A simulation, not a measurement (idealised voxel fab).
Documented hereafter: the process module known as voxel gate over fins.
Displayed cross-section: cut, width of 210 nm, square cells sized 5 nm.
A cross-section is written here as square cells arranged in a grid, and it is given in bands from the top down, each band taking up one or more rows of cells.
Per band: top height and bottom height in nm, followed by the left-to-right materials and their widths in nm; "throughout" marks a single material spanning edge to edge, "blank" marks empty space.
Heads up on the height convention: 0 is the point under which the incoming wafer is all one material, and the lowest band has no bottom, it just keeps going down, like "0 and below".
So if you see something like "30 to 40" for the width, read it as the top row of the band sitting at the first number and the bottom row at the second, with every row in between moving by the same amount as the last.
Where a step carries "nothing changed", the cross-section came out of it unchanged, cell for cell.
"Closed void listing": empty spaces of 8 cells or more with no open way to the top, each given as width x height at distance, distance from the left edge, all in nm.
Step line, after settings: the simulator's comment on this step.
Among the settings permitted on a step's line is "overlay nm"; applied to a step with a mask, it specifies the extent to which the mask lay to the right of its planned position, whereas a negative figure signifies a position to the left.

-- The following list gives the planned process steps
- 1: RECEIVE (material Si)
- 2: CONFORMAL_DEP (material SiN; thk nm 5)
- 3: MASKED_ETCH (tone cover; mask id FINS; width nm 15; pitch nm 45; etch materials SiN; depth nm 5; overlay nm 0)
- 4: MASKED_ETCH (tone cover; mask id FINS; width nm 15; pitch nm 45; etch materials Si; depth nm 30; overlay nm 0)
- 5: FILL_DEP (material SiO2; thk nm 5)
- 6: CMP (height nm 5)
- 7: SELECTIVE_ETCH (etch materials SiO2; depth nm 15)
- 8: STRIP (etch materials SiN)
- 9: CONFORMAL_DEP (material HfO2; thk nm 5)
- 10: CONFORMAL_DEP (material TiN; thk nm 5)
- 11: FILL_DEP (material W; thk nm 10)
- 12: CMP (height nm 15)
- 13: CONFORMAL_DEP (material SiCN; thk nm 10)

-- Wafer as received: cross-section following step 1
    0 and below = Si throughout
    Closed void listing: none

-- Sectioned view, first of two wafers, at the close of the module, processed as intended in the plan
    25 down to 15 = SiCN throughout
    15 down to 10 = W throughout
    10 down to 5 = W 20  TiN 35  W 10  TiN 35  W 10  TiN 35  W 10  TiN 35  W 20
    5 down to 0 = W 20  TiN 5  HfO2 25  TiN 5  W 10  TiN 5  HfO2 25  TiN 5  W 10  TiN 5  HfO2 25  TiN 5  W 10  TiN 5  HfO2 25  TiN 5  W 20
    0 down to -5 = TiN 25  HfO2 5  Si 15  HfO2 5  TiN 20  HfO2 5  Si 15  HfO2 5  TiN 20  HfO2 5  Si 15  HfO2 5  TiN 20  HfO2 5  Si 15  HfO2 5  TiN 25
    -5 down to -10 = HfO2 30  Si 15  HfO2 30  Si 15  HfO2 30  Si 15  HfO2 30  Si 15  HfO2 30
    -10 down to -30 = SiO2 30  Si 15  SiO2 30  Si 15  SiO2 30  Si 15  SiO2 30  Si 15  SiO2 30
    -30 and below = Si throughout
    Closed void listing: none

-- Wafer two (of two), end-of-module cross-section: start = wafer one, plan = wafer one, one run mistake
    25 down to 15 = SiCN throughout
    15 down to 5 = W throughout
    5 down to 0 = W 25  TiN 25  W 20  TiN 25  W 20  TiN 25  W 20  TiN 25  W 25
    0 down to -5 = W 25  TiN 5  Si 15  TiN 5  W 20  TiN 5  Si 15  TiN 5  W 20  TiN 5  Si 15  TiN 5  W 20  TiN 5  Si 15  TiN 5  W 25
    -5 down to -10 = TiN 30  Si 15  TiN 30  Si 15  TiN 30  Si 15  TiN 30  Si 15  TiN 30
    -10 down to -30 = SiO2 30  Si 15  SiO2 30  Si 15  SiO2 30  Si 15  SiO2 30  Si 15  SiO2 30
    -30 and below = Si throughout
    Closed void listing: none
Want to know what went wrong? it should be noted that step 9 of the plan was omitted and was not performed
Wafer comparison, final, in cells, second relative to first, materials more or fewer: HfO2 -58; W +58
